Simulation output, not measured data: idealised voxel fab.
Process module heading - voxel fin reveal
The cross-section on display is named cut; it measures 185 nm wide, and its cells are 5 nm squares.
When this document writes out a cross-section, it uses a grid of square cells and lists it as bands, beginning at the top and moving down, with a band standing for one or more rows of cells.
The band entry comprises the height of the band's top followed by the height of its bottom, expressed in nm, and subsequently the band's materials from left to right, each stated together with its width in nm. Where a single material is marked with the word "throughout", that material fills the band from edge to edge. The word "air" represents empty space.
Zero point of the height axis is 0; under it, received wafer = one material. Lowest band: continues down indefinitely, "from 0 down".
So if you see something like "30 to 40" for the width, read it as the top row of the band sitting at the first number and the bottom row at the second, with every row in between moving by the same amount as the last.
Any step labelled "no alterations made" changed none of the cells in the cross-section.
Each empty space that has no open way to the top and spans at least 8 cells appears under "Trapped voids" as width x height at distance, the distance counted from the left edge, all in nm.
Read whatever lies past the settings on a step's line as the simulator's own remark about the step.
For masked steps, "overlay nm" on the step line gives how far right of plan the mask actually lay; a minus sign means it lay to the left.
THE STEPS PLANNED FOR THE PROCESS ARE AS FOLLOWS
1 op RECEIVE | material Si
2 op CONFORMAL_DEP | material SiN | thk nm 5
3 op DIRECTIONAL_DEP | material aC | thk nm 15
4 op PATTERN | tone cover | mask id FINS | material resist | width nm 15 | pitch nm 45 | thk nm 35 | overlay nm 0
5 op DIRECTIONAL_ETCH | etch materials aC | depth nm 15
6 op STRIP | etch materials resist
7 op DIRECTIONAL_ETCH | etch materials SiN | depth nm 5
8 op DIRECTIONAL_ETCH | etch materials Si | depth nm 35
9 op STRIP | etch materials aC
10 op OXIDIZE | depth nm 5
11 op FILL_DEP | material SiO2 | thk nm 10
12 op CMP | height nm 5
13 op SELECTIVE_ETCH | etch materials SiO2 | depth nm 20
14 op STRIP | etch materials SiN
15 op CONFORMAL_DEP | material SiO2 | thk nm 5
WAFER AT RECEIPT (POST STEP 1), CROSS-SECTION
* from 0 down  Si throughout
* Trapped voids: none
FIRST OF TWO WAFERS, END-OF-MODULE SECTION, RUN FOLLOWED PLAN
* from 5 to 0  60 of air, then 15 of SiO2, then 30 of air, then 15 of SiO2, then 65 of air
* from 0 to -10  60 of air, then 5 of SiO2, then 5 of Si, then 5 of SiO2, then 30 of air, then 5 of SiO2, then 5 of Si, then 5 of SiO2, then 65 of air
* from -10 to -40  65 of SiO2, then 5 of Si, then 40 of SiO2, then 5 of Si, then 70 of SiO2
* from -40 down  Si throughout
* Trapped voids: none
WHAT THE SECOND WAFER LOOKS LIKE IN CROSS-SECTION ONCE THE MODULE IS DONE. ITS START AND ITS PLAN MATCHED THE FIRST WAFER'S EXACTLY; WHAT DIFFERED WAS ONE MISTAKE IN HOW IT WAS RUN
* from 5 to 0  60 of air, then 15 of SiO2, then 30 of air, then 15 of SiO2, then 65 of air
* from 0 to -10  60 of air, then 5 of SiO2, then 5 of Si, then 5 of SiO2, then 30 of air, then 5 of SiO2, then 5 of Si, then 5 of SiO2, then 65 of air
* from -10 to -15  45 of SiO2, then 15 of air, then 5 of SiO2, then 5 of Si, then 5 of SiO2, then 30 of air, then 5 of SiO2, then 5 of Si, then 5 of SiO2, then 15 of air, then 50 of SiO2
* from -15 to -40  65 of SiO2, then 5 of Si, then 40 of SiO2, then 5 of Si, then 70 of SiO2
* from -40 down  Si throughout
* Trapped voids: none
Want to know what went wrong? steps 13 and 14 were swapped
Final tally in cells, some materials are higher or lower on the second wafer than on the first: 12 fewer of SiO2
